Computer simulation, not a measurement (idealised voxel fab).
Presented below is a process module, voxel ribs on slabs.
Shown is cross-section cut, with a width of 280 nm and square cells of size 5 nm.
Reading order for cross-sections: top band down to bottom band. Underlying form: a grid of square cells. Band size: one or more rows of cells. This entry defines a band. It first specifies the height of the band's top and the height of its bottom in nm, and then specifies the band's materials from left to right, stating each material with its width in nm. The word "edge to edge" identifies a single material that fills the band from edge to edge, while the word "air" identifies empty space. Ref level 0: as-received wafer is one material below here. Bottom band extends down with no lower bound ("0 and below"). It should be noted that a width expressed as "30->40" varies in equal increments from row to row of cells within the band, taking the value of the first number at the top row and that of the second number at the bottom row. For the purposes of this document, the phrase "nothing changed" attached to a step denotes that no cell within the cross-section was modified by that step. Heads up: "Voids lacking openings" only lists the empty pockets with no open path to the top that are 8 cells or more, and it writes them as width x height at distance, distance from the left edge, in nm. Text after the settings on a step's line: the simulator's own remark on that step. "overlay nm" answers the question of how far to the right of plan the mask lay on a step that has a mask, and when it is negative the answer is to the left.

**Planned step list for the process**
- 1: RECEIVE (material Si)
- 2: DIRECTIONAL_DEP (material SiO2; thk nm 30)
- 3: DIRECTIONAL_DEP (material polySi; thk nm 20)
- 4: DIRECTIONAL_DEP (material aC; thk nm 15)
- 5: PATTERN (tone cover; mask id RIB; material resist; width nm 30; thk nm 30; overlay nm 0)
- 6: DIRECTIONAL_ETCH (etch materials aC; depth nm 15)
- 7: STRIP (etch materials resist)
- 8: DIRECTIONAL_ETCH (etch materials polySi; depth nm 15)
- 9: STRIP (etch materials aC)
- 10: DIRECTIONAL_DEP (material aC; thk nm 15)
- 11: PATTERN (tone cover; mask id SLAB; material resist; width nm 70; thk nm 30; overlay nm 0)
- 12: DIRECTIONAL_ETCH (etch materials aC; depth nm 15)
- 13: STRIP (etch materials resist)
- 14: DIRECTIONAL_ETCH (etch materials polySi; depth nm 5)
- 15: STRIP (etch materials aC)
- 16: FILL_DEP (material SiO2; thk nm 30)
- 17: CMP (height nm 70)
- 18: DIRECTIONAL_DEP (material TiN; thk nm 10)
- 19: DIRECTIONAL_DEP (material aC; thk nm 15)
- 20: PATTERN (tone cover; mask id HEATER; material resist; width nm 40; thk nm 35; overlay nm 0)
- 21: DIRECTIONAL_ETCH (etch materials aC; depth nm 15)
- 22: STRIP (etch materials resist)
- 23: DIRECTIONAL_ETCH (etch materials TiN; depth nm 10)
- 24: STRIP (etch materials aC)
- 25: CONFORMAL_DEP (material SiO2; thk nm 5)

**Cross-sectional view of the wafer in its as-received condition, corresponding to the state after step 1**
> 0 and below = Si edge to edge
> Voids lacking openings: none

**Module complete - cross-section of the first of two wafers, run according to plan**
> 85 down to 80 = air (115) / SiO2 (50) / air (115)
> 80 down to 75 = air (115) / SiO2 (5) / TiN (40) / SiO2 (5) / air (115)
> 75 down to 70 = SiO2 (120) / TiN (40) / SiO2 (120)
> 70 down to 50 = SiO2 edge to edge
> 50 down to 35 = SiO2 (125) / polySi (30) / SiO2 (125)
> 35 down to 30 = SiO2 (105) / polySi (70) / SiO2 (105)
> 30 down to 0 = SiO2 edge to edge
> 0 and below = Si edge to edge
> Voids lacking openings: none

**Cross-section of the latter of the two wafers at module completion. It had an identical start and an identical plan to the former; in running it, one mistake was made**
> 85 down to 80 = air (115) / SiO2 (50) / air (115)
> 80 down to 75 = air (115) / SiO2 (5) / TiN (40) / SiO2 (5) / air (115)
> 75 down to 70 = SiO2 (120) / TiN (40) / SiO2 (120)
> 70 down to 40 = SiO2 edge to edge
> 40 down to 30 = SiO2 (125) / polySi (30) / SiO2 (125)
> 30 down to 0 = SiO2 edge to edge
> 0 and below = Si edge to edge
> Voids lacking openings: none
Heads up, the wafer didn't run the way we planned it: step 3 off recipe, ran as DIRECTIONAL_DEP (material polySi; thk nm 10)
Count the cells at the end and the second wafer has more or fewer of some materials than the first: SiO2 +20; polySi -20
